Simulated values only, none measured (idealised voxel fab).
Herein follows the process module entitled voxel spacer lines.
FYI the section here is cut, 260 nm wide, cells are 5 nm squares.
Throughout this document, each cross-section is represented as a grid of square cells and is presented as a sequence of bands enumerated from the top downward, where a band comprises one or more rows of cells.
In this notation a band is specified by the heights of its top and bottom, in that order and in nm, after which its materials appear from left to right, each paired with its width in nm. The word "edge to edge" attached to a single material means that material fills the band from edge to edge; the word "air" stands for empty space.
We count height from 0. Below that, the starting wafer is all one material. The lowest band never ends at the bottom but goes on down; see "from 0 down" for how that is written.
Per-row width for "30->40": begins at first number (top row of band), ends at second number (bottom row), increment between rows held constant.
Reading "changes: none" for a step: not a cell of the cross-section changed in it.
"Cavities, closed": sealed empty spaces, 8 cells or more, no open way to top, listed width x height at distance, with distance from the left edge and width, height and distance in nm.
Whatever follows a step's settings on its line is a remark the simulator itself makes about that step.
overlay nm: mask right of planned place by this much (step with mask). Neg. = left.

List of planned process steps
step 1: RECEIVE,material Si
step 2: CONFORMAL_DEP,material SiO2,thk nm 5
step 3: DIRECTIONAL_DEP,material TiN,thk nm 15
step 4: DIRECTIONAL_DEP,material aC,thk nm 25
step 5: PATTERN,tone cover,mask id MANDREL,material resist,width nm 25,pitch nm 80,thk nm 35,overlay nm -15
step 6: DIRECTIONAL_ETCH,etch materials aC,depth nm 25
step 7: STRIP,etch materials resist
step 8: CONFORMAL_DEP,material SiN,thk nm 15
step 9: DIRECTIONAL_ETCH,etch materials SiN,depth nm 15
step 10: STRIP,etch materials aC
step 11: DIRECTIONAL_ETCH,etch materials TiN,depth nm 15
step 12: STRIP,etch materials SiN
Variable across wafers: step 5 overlay nm (plan value is that of the first wafer; starting state common to all).

Cross-section of the first of several wafers on receipt, reflecting completion of step 1
* from 0 down | Si edge to edge
* Cavities, closed: none

Per wafer, end of module: cells gained (+) or lost (-) per material since receipt, then closed voids
overlay nm -15 | +52 SiO2 | +54 TiN | Cavities, closed: none
overlay nm -10 | +52 SiO2 | +54 TiN | Cavities, closed: none
overlay nm -5 | +52 SiO2 | +54 TiN | Cavities, closed: none
overlay nm 0 | +52 SiO2 | +54 TiN | Cavities, closed: none
overlay nm 5 | +52 SiO2 | +54 TiN | Cavities, closed: none
overlay nm 10 | +52 SiO2 | +54 TiN | Cavities, closed: none
overlay nm 15 | +52 SiO2 | +54 TiN | Cavities, closed: none
